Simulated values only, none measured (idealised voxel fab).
Herein follows the process module entitled voxel trench capacitor.
The figure presents cross-section cut, which has a width of 265 nm and is divided into square cells with an edge length of 5 nm.
Bands, listed from the top down, are how a cross-section gets written in this document; the cross-section itself is a grid of square cells, and a band is one or more rows of them. Band: top height; bottom height; in nm. Then, left to right: material with width in nm, for each material. "edge to edge": a single material spanning edge to edge. "air": empty space. We count height from 0. Below that, the starting wafer is all one material. The lowest band never ends at the bottom but goes on down; see "0 nm and below" for how that is written. Note: "30 to 40" means the width goes from the first number (top row of the band) to the second number (bottom row) in equal steps per row of cells. It should be understood that the words "all unchanged", when stated for a given step, signify that the cross-section underwent no change in any of its cells during that step. The entry titled "Enclosed internal voids" provides the empty spaces that have no open way to the top, restricted to those of 8 cells or more. Each is presented as width x height at distance, the distance being measured from the left edge, with all three in nm. Note: text after step settings on the step line = simulator remark on that step. For masked steps, "overlay nm" on the step line gives how far right of plan the mask actually lay; a minus sign means it lay to the left.

Process steps foreseen in the plan:
step 1: RECEIVE, material Si
step 2: CONFORMAL_DEP, material SiN, thk nm 10
step 3: PATTERN, tone open, mask id TRENCH, material resist, width nm 30, pitch nm 45, thk nm 15, overlay nm 0
step 4: DIRECTIONAL_ETCH, etch materials SiN, depth nm 10
step 5: DIRECTIONAL_ETCH, etch materials Si, depth nm 40
step 6: STRIP, etch materials resist
step 7: CONFORMAL_DEP, material HfO2, thk nm 5
step 8: CONFORMAL_DEP, material TiN, thk nm 5
step 9: FILL_DEP, material W, thk nm 5
step 10: CMP, height nm 10

Concerning the first of two wafers, which was run in accordance with the plan:

Cross-section of the wafer as it came to us, i.e., already through step 1:
- 0 nm and below  Si edge to edge
- Enclosed internal voids: none

Step 2 done - wafer cross-section:
- 10 nm to 0 nm  SiN edge to edge
- Lower than 0, everything is as it was.

Step 3 done - wafer cross-section:
- 25 nm to 10 nm  70 of resist | 30 of air | 15 of resist | 30 of air | 15 of resist | 30 of air | 75 of resist
- Lower than 10, everything is as it was.

Step 4 done - wafer cross-section:
- 25 nm to 10 nm  70 of resist | 30 of air | 15 of resist | 30 of air | 15 of resist | 30 of air | 75 of resist
- 10 nm to 0 nm  70 of SiN | 30 of air | 15 of SiN | 30 of air | 15 of SiN | 30 of air | 75 of SiN
- Lower than 0, everything is as it was.

Step 5 done - wafer cross-section:
- 25 nm to 10 nm  70 of resist | 30 of air | 15 of resist | 30 of air | 15 of resist | 30 of air | 75 of resist
- 10 nm to 0 nm  70 of SiN | 30 of air | 15 of SiN | 30 of air | 15 of SiN | 30 of air | 75 of SiN
- 0 nm to -40 nm  70 of Si | 30 of air | 15 of Si | 30 of air | 15 of Si | 30 of air | 75 of Si
- Lower than -40, everything is as it was.

Step 6 done - wafer cross-section:
- 10 nm to 0 nm  70 of SiN | 30 of air | 15 of SiN | 30 of air | 15 of SiN | 30 of air | 75 of SiN
- Lower than 0, everything is as it was.

Step 7 done - wafer cross-section:
- 15 nm to 10 nm  75 of HfO2 | 20 of air | 25 of HfO2 | 20 of air | 25 of HfO2 | 20 of air | 80 of HfO2
- 10 nm to 0 nm  70 of SiN | 5 of HfO2 | 20 of air | 5 of HfO2 | 15 of SiN | 5 of HfO2 | 20 of air | 5 of HfO2 | 15 of SiN | 5 of HfO2 | 20 of air | 5 of HfO2 | 75 of SiN
- 0 nm to -35 nm  70 of Si | 5 of HfO2 | 20 of air | 5 of HfO2 | 15 of Si | 5 of HfO2 | 20 of air | 5 of HfO2 | 15 of Si | 5 of HfO2 | 20 of air | 5 of HfO2 | 75 of Si
- -35 nm to -40 nm  70 of Si | 30 of HfO2 | 15 of Si | 30 of HfO2 | 15 of Si | 30 of HfO2 | 75 of Si
- Lower than -40, everything is as it was.

Step 8 done - wafer cross-section:
- 20 nm to 15 nm  80 of TiN | 10 of air | 35 of TiN | 10 of air | 35 of TiN | 10 of air | 85 of TiN
- 15 nm to 10 nm  75 of HfO2 | 5 of TiN | 10 of air | 5 of TiN | 25 of HfO2 | 5 of TiN | 10 of air | 5 of TiN | 25 of HfO2 | 5 of TiN | 10 of air | 5 of TiN | 80 of HfO2
- 10 nm to 0 nm  70 of SiN | 5 of HfO2 | 5 of TiN | 10 of air | 5 of TiN | 5 of HfO2 | 15 of SiN | 5 of HfO2 | 5 of TiN | 10 of air | 5 of TiN | 5 of HfO2 | 15 of SiN | 5 of HfO2 | 5 of TiN | 10 of air | 5 of TiN | 5 of HfO2 | 75 of SiN
- 0 nm to -30 nm  70 of Si | 5 of HfO2 | 5 of TiN | 10 of air | 5 of TiN | 5 of HfO2 | 15 of Si | 5 of HfO2 | 5 of TiN | 10 of air | 5 of TiN | 5 of HfO2 | 15 of Si | 5 of HfO2 | 5 of TiN | 10 of air | 5 of TiN | 5 of HfO2 | 75 of Si
- -30 nm to -35 nm  70 of Si | 5 of HfO2 | 20 of TiN | 5 of HfO2 | 15 of Si | 5 of HfO2 | 20 of TiN | 5 of HfO2 | 15 of Si | 5 of HfO2 | 20 of TiN | 5 of HfO2 | 75 of Si
- Lower than -35, everything is as it was.

Step 9 done - wafer cross-section:
- 25 nm to 20 nm  W edge to edge
- 20 nm to 15 nm  80 of TiN | 10 of W | 35 of TiN | 10 of W | 35 of TiN | 10 of W | 85 of TiN
- 15 nm to 10 nm  75 of HfO2 | 5 of TiN | 10 of W | 5 of TiN | 25 of HfO2 | 5 of TiN | 10 of W | 5 of TiN | 25 of HfO2 | 5 of TiN | 10 of W | 5 of TiN | 80 of HfO2
- 10 nm to 0 nm  70 of SiN | 5 of HfO2 | 5 of TiN | 10 of W | 5 of TiN | 5 of HfO2 | 15 of SiN | 5 of HfO2 | 5 of TiN | 10 of W | 5 of TiN | 5 of HfO2 | 15 of SiN | 5 of HfO2 | 5 of TiN | 10 of W | 5 of TiN | 5 of HfO2 | 75 of SiN
- 0 nm to -30 nm  70 of Si | 5 of HfO2 | 5 of TiN | 10 of W | 5 of TiN | 5 of HfO2 | 15 of Si | 5 of HfO2 | 5 of TiN | 10 of W | 5 of TiN | 5 of HfO2 | 15 of Si | 5 of HfO2 | 5 of TiN | 10 of W | 5 of TiN | 5 of HfO2 | 75 of Si
- Lower than -30, everything is as it was.

Step 10 done - wafer cross-section:
- 10 nm to 0 nm  70 of SiN | 5 of HfO2 | 5 of TiN | 10 of W | 5 of TiN | 5 of HfO2 | 15 of SiN | 5 of HfO2 | 5 of TiN | 10 of W | 5 of TiN | 5 of HfO2 | 15 of SiN | 5 of HfO2 | 5 of TiN | 10 of W | 5 of TiN | 5 of HfO2 | 75 of SiN
- Lower than 0, everything is as it was.

Second Wafer (Identical Start and Plan, One Processing Error; Matches First Wafer Through Step 2):

Cross-section of the second wafer when, according to plan, step 3 should have finished:
- 25 nm to 10 nm  70 of air | 30 of resist | 15 of air | 30 of resist | 15 of air | 30 of resist | 75 of air
- Lower than 10, everything is as it was.

Cross-section of the second wafer when, according to plan, step 4 should have finished:
- 25 nm to 10 nm  70 of air | 30 of resist | 15 of air | 30 of resist | 15 of air | 30 of resist | 75 of air
- 10 nm to 0 nm  70 of air | 30 of SiN | 15 of air | 30 of SiN | 15 of air | 30 of SiN | 75 of air
- Lower than 0, everything is as it was.

Cross-section of the second wafer when, according to plan, step 5 should have finished:
- 25 nm to 10 nm  70 of air | 30 of resist | 15 of air | 30 of resist | 15 of air | 30 of resist | 75 of air
- 10 nm to 0 nm  70 of air | 30 of SiN | 15 of air | 30 of SiN | 15 of air | 30 of SiN | 75 of air
- 0 nm to -40 nm  70 of air | 30 of Si | 15 of air | 30 of Si | 15 of air | 30 of Si | 75 of air
- Lower than -40, everything is as it was.

Cross-section of the second wafer when, according to plan, step 6 should have finished:
- 10 nm to 0 nm  70 of air | 30 of SiN | 15 of air | 30 of SiN | 15 of air | 30 of SiN | 75 of air
- Lower than 0, everything is as it was.

Cross-section of the second wafer when, according to plan, step 7 should have finished:
- 15 nm to 10 nm  65 of air | 40 of HfO2 | 5 of air | 40 of HfO2 | 5 of air | 40 of HfO2 | 70 of air
- 10 nm to 0 nm  65 of air | 5 of HfO2 | 30 of SiN | 5 of HfO2 | 5 of air | 5 of HfO2 | 30 of SiN | 5 of HfO2 | 5 of air | 5 of HfO2 | 30 of SiN | 5 of HfO2 | 70 of air
- 0 nm to -35 nm  65 of air | 5 of HfO2 | 30 of Si | 5 of HfO2 | 5 of air | 5 of HfO2 | 30 of Si | 5 of HfO2 | 5 of air | 5 of HfO2 | 30 of Si | 5 of HfO2 | 70 of air
- -35 nm to -40 nm  70 of HfO2 | 30 of Si | 15 of HfO2 | 30 of Si | 15 of HfO2 | 30 of Si | 75 of HfO2
- Lower than -40, everything is as it was.

Cross-section of the second wafer when, according to plan, step 8 should have finished:
- 20 nm to 15 nm  60 of air | 140 of TiN | 65 of air
- 15 nm to 10 nm  60 of air | 5 of TiN | 40 of HfO2 | 5 of TiN | 40 of HfO2 | 5 of TiN | 40 of HfO2 | 5 of TiN | 65 of air
- 10 nm to 0 nm  60 of air | 5 of TiN | 5 of HfO2 | 30 of SiN | 5 of HfO2 | 5 of TiN | 5 of HfO2 | 30 of SiN | 5 of HfO2 | 5 of TiN | 5 of HfO2 | 30 of SiN | 5 of HfO2 | 5 of TiN | 65 of air
- 0 nm to -30 nm  60 of air | 5 of TiN | 5 of HfO2 | 30 of Si | 5 of HfO2 | 5 of TiN | 5 of HfO2 | 30 of Si | 5 of HfO2 | 5 of TiN | 5 of HfO2 | 30 of Si | 5 of HfO2 | 5 of TiN | 65 of air
- -30 nm to -35 nm  65 of TiN | 5 of HfO2 | 30 of Si | 5 of HfO2 | 5 of TiN | 5 of HfO2 | 30 of Si | 5 of HfO2 | 5 of TiN | 5 of HfO2 | 30 of Si | 5 of HfO2 | 70 of TiN
- Lower than -35, everything is as it was.

Cross-section of the second wafer when, according to plan, step 9 should have finished:
- 25 nm to 20 nm  W edge to edge
- 20 nm to 15 nm  60 of W | 140 of TiN | 65 of W
- 15 nm to 10 nm  60 of W | 5 of TiN | 40 of HfO2 | 5 of TiN | 40 of HfO2 | 5 of TiN | 40 of HfO2 | 5 of TiN | 65 of W
- 10 nm to 0 nm  60 of W | 5 of TiN | 5 of HfO2 | 30 of SiN | 5 of HfO2 | 5 of TiN | 5 of HfO2 | 30 of SiN | 5 of HfO2 | 5 of TiN | 5 of HfO2 | 30 of SiN | 5 of HfO2 | 5 of TiN | 65 of W
- 0 nm to -30 nm  60 of W | 5 of TiN | 5 of HfO2 | 30 of Si | 5 of HfO2 | 5 of TiN | 5 of HfO2 | 30 of Si | 5 of HfO2 | 5 of TiN | 5 of HfO2 | 30 of Si | 5 of HfO2 | 5 of TiN | 65 of W
- Lower than -30, everything is as it was.

Cross-section of the second wafer when, according to plan, step 10 should have finished:
- 10 nm to 0 nm  60 of W | 5 of TiN | 5 of HfO2 | 30 of SiN | 5 of HfO2 | 5 of TiN | 5 of HfO2 | 30 of SiN | 5 of HfO2 | 5 of TiN | 5 of HfO2 | 30 of SiN | 5 of HfO2 | 5 of TiN | 65 of W
- Lower than 0, everything is as it was.
It is concluded that the wafer was processed incorrectly with respect to the plan, in that step 3 deviated from plan and actually ran as PATTERN, tone cover, mask id TRENCH, material resist, width nm 30, pitch nm 45, thk nm 15, overlay nm 0
Bottom line after processing is that, in cells, the second wafer is up or down on some materials versus the first: HfO2 +17 | Si -136 | SiN -34 | TiN +1 | W +152
